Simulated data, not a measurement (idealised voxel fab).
Process module in this document: voxel transistor to metal
Shown is cross-section cut, with a width of 150 nm and square cells of size 5 nm.
Square cells in a grid make up a cross-section in this document, and the grid is given as bands, listed from the top down, each one or more rows of cells.
Band: top and bottom heights (nm) first, top before bottom; then materials from left to right, widths in nm. "edge to edge" marks a sole material filling the band edge to edge. "blank" denotes empty space.
Heights are measured from 0, the level below which the as-received wafer is all one material; the lowest band has no bottom and continues downward, written as in "0..down".
Read "30->40" as a graded width: first number on top, second number at the bottom, same change between each pair of neighbouring rows.
A step reported as "stayed the same" is a step in which no cell of the cross-section changed.
So "Trapped voids" is basically the list of trapped voids: any empty space of 8 cells or more that can't reach the top through an opening. They're written width x height at distance, the distance being from the left edge, and it's all nm.
The remark found on a step's line after its settings is issued by the simulator itself and pertains to that step.
overlay nm, on a step with a mask: how far to the right of its planned place the mask lay; to the left if negative
Process steps - plan:
step 1: RECEIVE with material Si
step 2: OXIDIZE with depth nm 5
step 3: CONFORMAL_DEP with material SiN, thk nm 10
step 4: MASKED_ETCH with tone cover, mask id ACTIVE, width nm 105, etch materials SiN, depth nm 10, overlay nm 0
step 5: MASKED_ETCH with tone cover, mask id ACTIVE, width nm 105, etch materials SiO2, depth nm 5, overlay nm 0
step 6: MASKED_ETCH with tone cover, mask id ACTIVE, width nm 105, etch materials Si, depth nm 25, overlay nm 0
step 7: FILL_DEP with material SiO2, thk nm 15
step 8: CMP with height nm 10
step 9: SELECTIVE_ETCH with etch materials SiO2, depth nm 10
step 10: STRIP with etch materials SiN
step 11: SELECTIVE_ETCH with etch materials SiO2, depth nm 5
step 12: OXIDIZE with depth nm 5
step 13: DIRECTIONAL_DEP with material polySi, thk nm 20
step 14: DIRECTIONAL_DEP with material SiCN, thk nm 10
step 15: PATTERN with tone cover, mask id GATE, material resist, width nm 15, thk nm 15, overlay nm 0
step 16: DIRECTIONAL_ETCH with etch materials SiCN, depth nm 20
step 17: DIRECTIONAL_ETCH with etch materials polySi, depth nm 30
step 18: STRIP with etch materials resist
step 19: CONFORMAL_DEP with material SiO2, thk nm 5
step 20: DIRECTIONAL_ETCH with etch materials SiO2, depth nm 5
step 21: CONFORMAL_DEP with material SiN, thk nm 10
step 22: DIRECTIONAL_ETCH with etch materials SiN, depth nm 10
step 23: DIRECTIONAL_ETCH with etch materials SiO2, depth nm 5
step 24: DIRECTIONAL_ETCH with etch materials Si, depth nm 5
step 25: EPI with material SiGe, thk nm 5
step 26: FILL_DEP with material SiO2, thk nm 5
step 27: CMP with height nm 25
step 28: DIRECTIONAL_DEP with material SiO2, thk nm 10
step 29: DIRECTIONAL_DEP with material aC, thk nm 15
step 30: PATTERN with tone open, mask id CONTACT, material resist, width nm 30, pitch nm 55, thk nm 35, overlay nm 0
step 31: DIRECTIONAL_ETCH with etch materials aC, depth nm 15
step 32: STRIP with etch materials resist
step 33: DIRECTIONAL_ETCH with etch materials SiO2, depth nm 45
step 34: STRIP with etch materials aC
step 35: CONFORMAL_DEP with material TiN, thk nm 5
step 36: FILL_DEP with material W, thk nm 5
step 37: CMP with height nm 35
step 38: DIRECTIONAL_DEP with material TiN, thk nm 5
step 39: DIRECTIONAL_DEP with material Ru, thk nm 15
step 40: PATTERN with tone cover, mask id METAL_1, material resist, width nm 15, pitch nm 70, thk nm 20, overlay nm 0
step 41: DIRECTIONAL_ETCH with etch materials Ru, depth nm 15
step 42: DIRECTIONAL_ETCH with etch materials TiN, depth nm 5
step 43: STRIP with etch materials resist
step 44: CONFORMAL_DEP with material SiCN, thk nm 5
step 45: FILL_DEP with material lowk, thk nm 10
step 46: CMP with height nm 55
step 47: CONFORMAL_DEP with material SiCN, thk nm 5
step 48: DIRECTIONAL_DEP with material SiO2, thk nm 35
step 49: PATTERN with tone open, mask id METAL_2, material resist, width nm 15, pitch nm 70, thk nm 20, overlay nm -15
step 50: DIRECTIONAL_ETCH with etch materials SiO2, depth nm 20
step 51: STRIP with etch materials resist
step 52: DIRECTIONAL_DEP with material aC, thk nm 10
step 53: PATTERN with tone open, mask id METAL_2_HOLES, material resist, width nm 15, pitch nm 70, thk nm 30, overlay nm 0
step 54: DIRECTIONAL_ETCH with etch materials aC, depth nm 10
step 55: STRIP with etch materials resist
step 56: DIRECTIONAL_ETCH with etch materials SiO2, depth nm 15
step 57: DIRECTIONAL_ETCH with etch materials SiCN, depth nm 5
step 58: STRIP with etch materials aC
step 59: CONFORMAL_DEP with material TiN, thk nm 5
step 60: FILL_DEP with material Cu, thk nm 5
step 61: CMP with height nm 95
step 62: CONFORMAL_DEP with material SiCN, thk nm 5
Variable across wafers: step 49 overlay nm (plan value is that of the first wafer; starting state common to all).
Cross-section of the first of several received wafers, showing its state after step 1:
    0..down: Si edge to edge
    Trapped voids: none
The figure below presents a cross-section of the first of several wafers at the conclusion of the module, following its last step, step 62:
    100..95: SiCN edge to edge
    95..85: SiO2=15 | TiN=5 | Cu=20 | TiN=5 | SiO2=40 | TiN=5 | Cu=20 | TiN=5 | SiO2=35
    85..80: SiO2=15 | TiN=5 | Cu=5 | TiN=20 | SiO2=40 | TiN=5 | Cu=5 | TiN=20 | SiO2=35
    80..75: SiO2=15 | TiN=15 | SiO2=55 | TiN=15 | SiO2=50
    75..60: SiO2 edge to edge
    60..55: SiCN edge to edge
    55..40: lowk=25 | SiCN=5 | Ru=15 | SiCN=5 | lowk=45 | SiCN=5 | Ru=15 | SiCN=5 | lowk=30
    40..35: SiCN=30 | TiN=15 | SiCN=55 | TiN=15 | SiCN=35
    35..25: SiO2=30 | TiN=5 | W=20->10 | TiN=5->15 | SiO2=25 | TiN=5->15 | W=20->10 | TiN=5 | SiO2=35
    25..15: SiO2=30 | TiN=5 | W=10 | TiN=5 | SiN=10 | SiO2=5 | SiCN=15 | SiO2=5 | SiN=10 | TiN=5 | W=10 | TiN=5 | SiO2=35
    15..0: SiO2=30 | TiN=5 | W=10 | TiN=5 | SiN=10 | SiO2=5 | polySi=15 | SiO2=5 | SiN=10 | TiN=5 | W=10 | TiN=5 | SiO2=35
    0..-5: SiO2=30 | TiN=5 | W=5 | TiN=10 | SiN=10 | SiO2=5 | polySi=15 | SiO2=5 | SiN=10 | TiN=10 | W=5 | TiN=5 | SiO2=35
    -5..-10: SiO2=30 | TiN=15 | SiGe=5 | SiO2=45 | SiGe=5 | TiN=15 | SiO2=35
    -10..-15: SiO2=20 | SiGe=30 | Si=45 | SiGe=30 | SiO2=25
    -15..-30: SiO2=20 | Si=105 | SiO2=25
    -30..down: Si edge to edge
    Trapped voids: none
The last wafer as seen in cross-section at the end of the module:
    100..95: SiCN edge to edge
    95..85: SiO2=30 | TiN=5 | Cu=20 | TiN=5 | SiO2=40 | TiN=5 | Cu=20 | TiN=5 | SiO2=20
    85..80: SiO2=30 | TiN=20 | Cu=5 | TiN=5 | SiO2=40 | TiN=20 | Cu=5 | TiN=5 | SiO2=20
    80..75: SiO2=45 | TiN=15 | SiO2=55 | TiN=15 | SiO2=20
    75..60: SiO2 edge to edge
    60..55: SiCN edge to edge
    55..40: lowk=25 | SiCN=5 | Ru=15 | SiCN=5 | lowk=45 | SiCN=5 | Ru=15 | SiCN=5 | lowk=30
    40..35: SiCN=30 | TiN=15 | SiCN=55 | TiN=15 | SiCN=35
    35..25: SiO2=30 | TiN=5 | W=20->10 | TiN=5->15 | SiO2=25 | TiN=5->15 | W=20->10 | TiN=5 | SiO2=35
    25..15: SiO2=30 | TiN=5 | W=10 | TiN=5 | SiN=10 | SiO2=5 | SiCN=15 | SiO2=5 | SiN=10 | TiN=5 | W=10 | TiN=5 | SiO2=35
    15..0: SiO2=30 | TiN=5 | W=10 | TiN=5 | SiN=10 | SiO2=5 | polySi=15 | SiO2=5 | SiN=10 | TiN=5 | W=10 | TiN=5 | SiO2=35
    0..-5: SiO2=30 | TiN=5 | W=5 | TiN=10 | SiN=10 | SiO2=5 | polySi=15 | SiO2=5 | SiN=10 | TiN=10 | W=5 | TiN=5 | SiO2=35
    -5..-10: SiO2=30 | TiN=15 | SiGe=5 | SiO2=45 | SiGe=5 | TiN=15 | SiO2=35
    -10..-15: SiO2=20 | SiGe=30 | Si=45 | SiGe=30 | SiO2=25
    -15..-30: SiO2=20 | Si=105 | SiO2=25
    -30..down: Si edge to edge
    Trapped voids: none
Below is a per-wafer table. In it, each row describes the wafer at the end of the module by giving, for each material, the number of cells gained (+) or lost (-) since the wafer was received, and after that the closed voids of the wafer:
overlay nm -15, +18 Cu, +18 Ru, -108 Si, +102 SiCN, +14 SiGe, +24 SiN, +352 SiO2, +74 TiN, +34 W, +60 lowk, +12 polySi, Trapped voids: none
overlay nm -10, +14 Cu, +18 Ru, -108 Si, +100 SiCN, +14 SiGe, +24 SiN, +352 SiO2, +80 TiN, +34 W, +60 lowk, +12 polySi, Trapped voids: none
overlay nm -5, +10 Cu, +18 Ru, -108 Si, +98 SiCN, +14 SiGe, +24 SiN, +352 SiO2, +86 TiN, +34 W, +60 lowk, +12 polySi, Trapped voids: none
overlay nm 0, +14 Cu, +18 Ru, -108 Si, +96 SiCN, +14 SiGe, +24 SiN, +352 SiO2, +84 TiN, +34 W, +60 lowk, +12 polySi, Trapped voids: none
overlay nm 5, +10 Cu, +18 Ru, -108 Si, +98 SiCN, +14 SiGe, +24 SiN, +352 SiO2, +86 TiN, +34 W, +60 lowk, +12 polySi, Trapped voids: none
overlay nm 10, +14 Cu, +18 Ru, -108 Si, +100 SiCN, +14 SiGe, +24 SiN, +352 SiO2, +80 TiN, +34 W, +60 lowk, +12 polySi, Trapped voids: none
overlay nm 15, +18 Cu, +18 Ru, -108 Si, +102 SiCN, +14 SiGe, +24 SiN, +352 SiO2, +74 TiN, +34 W, +60 lowk, +12 polySi, Trapped voids: none
